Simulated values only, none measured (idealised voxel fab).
process module | voxel capacitor over wiring
cross-section cut | 290 nm wide | cells 5 nm
A cross-section is a grid of square cells, given in bands from the top down. A band is one or more rows of cells.
Each band's line starts with the height of the band's top and of its bottom, in nm. Then come its materials from left to right, each with its width in nm. One material with "throughout" fills the band from edge to edge. "air" is empty space.
Height 0 is the level under which the wafer as received is all one material. The lowest band goes on downwards, as in "0 down".
A width such as "30 to 40" changes by the same amount from each row of cells to the next, from the band's top row to its bottom row.
"no change" after a step means that no cell of the cross-section changed.
closed voids: empty space of 8 cells or more with no open way to the top, each as width x height at its distance from the left edge, in nm
after a step's settings: what the simulator itself notes on the step
overlay nm, on a step with a mask: how far to the right of its planned place the mask lay; to the left if negative
plan
1 op RECEIVE | material Si
2 op CONFORMAL_DEP | material SiO2 | thk nm 10
3 op CONFORMAL_DEP | material SiN | thk nm 5
4 op DIRECTIONAL_DEP | material SiO2 | thk nm 25
5 op PATTERN | tone open | mask id METAL_1 | material resist | width nm 20 | pitch nm 75 | thk nm 15 | overlay nm 0
6 op DIRECTIONAL_ETCH | etch materials SiO2 | depth nm 25
7 op DIRECTIONAL_ETCH | etch materials SiN | depth nm 5
8 op STRIP | etch materials resist
9 op CONFORMAL_DEP | material TiN | thk nm 5
10 op FILL_DEP | material Cu | thk nm 5
11 op CMP | height nm 40
12 op CONFORMAL_DEP | material SiCN | thk nm 5
13 op DIRECTIONAL_DEP | material SiO2 | thk nm 15
14 op DIRECTIONAL_DEP | material aC | thk nm 15
15 op PATTERN | tone open | mask id PLUG_1 | material resist | width nm 15 | thk nm 35 | overlay nm 0
16 op DIRECTIONAL_ETCH | etch materials aC | depth nm 15
17 op STRIP | etch materials resist
18 op DIRECTIONAL_ETCH | etch materials SiO2 | depth nm 15
19 op DIRECTIONAL_ETCH | etch materials SiCN | depth nm 5
20 op STRIP | etch materials aC
21 op EPI | material Ru | thk nm 10
22 op EPI | material Ru | thk nm 10
23 op DIRECTIONAL_DEP | material TiN | thk nm 5
24 op DIRECTIONAL_DEP | material Al2O3 | thk nm 5
25 op DIRECTIONAL_DEP | material TiN | thk nm 5
26 op MASKED_ETCH | tone cover | mask id UPPER_PLATE | width nm 60 | etch materials TiN | depth nm 5 | overlay nm 0
27 op MASKED_ETCH | tone cover | mask id UPPER_PLATE | width nm 60 | etch materials Al2O3 | depth nm 5 | overlay nm 0
28 op MASKED_ETCH | tone cover | mask id LOWER_PLATE | width nm 70 | etch materials TiN | depth nm 5 | overlay nm 0
29 op FILL_DEP | material SiO2 | thk nm 15
30 op CMP | height nm 85
31 op PATTERN | tone open | mask id PLUG_2 | material resist | width nm 15 | thk nm 20 | overlay nm 0
32 op DIRECTIONAL_ETCH | etch materials SiO2 | depth nm 10
33 op STRIP | etch materials resist
34 op CONFORMAL_DEP | material TiN | thk nm 5
35 op FILL_DEP | material Ru | thk nm 5
36 op CMP | height nm 85
37 op CONFORMAL_DEP | material SiCN | thk nm 5
as received, after step 1
  0 down: Si throughout
  closed voids: none
a wafer at the end: this start, this plan, one mistake
  90 to 85: SiCN throughout
  85 to 80: SiO2 110 | TiN 5 | Ru 5 | TiN 5 | SiO2 165
  80 to 70: SiO2 110 to 100 | TiN 15 to 60 | SiO2 165 to 130
  70 to 65: SiO2 100 | Al2O3 60 | SiO2 130
  65 to 60: Cu throughout
  60 to 45: SiO2 100 | Ru 15 | SiO2 175
  45 to 40: SiCN 100 | Ru 15 | SiCN 175
  40 to 15: SiO2 95 | TiN 5 | Cu 10 | TiN 5 | SiO2 55 | TiN 5 | Cu 10 | TiN 5 | SiO2 100
  15 to 10: SiN 95 | TiN 20 | SiN 55 | TiN 20 | SiN 100
  10 to 0: SiO2 throughout
  0 down: Si throughout
  closed voids: none
what went wrong: step 23 ran as: op DIRECTIONAL_DEP | material Cu | thk nm 5
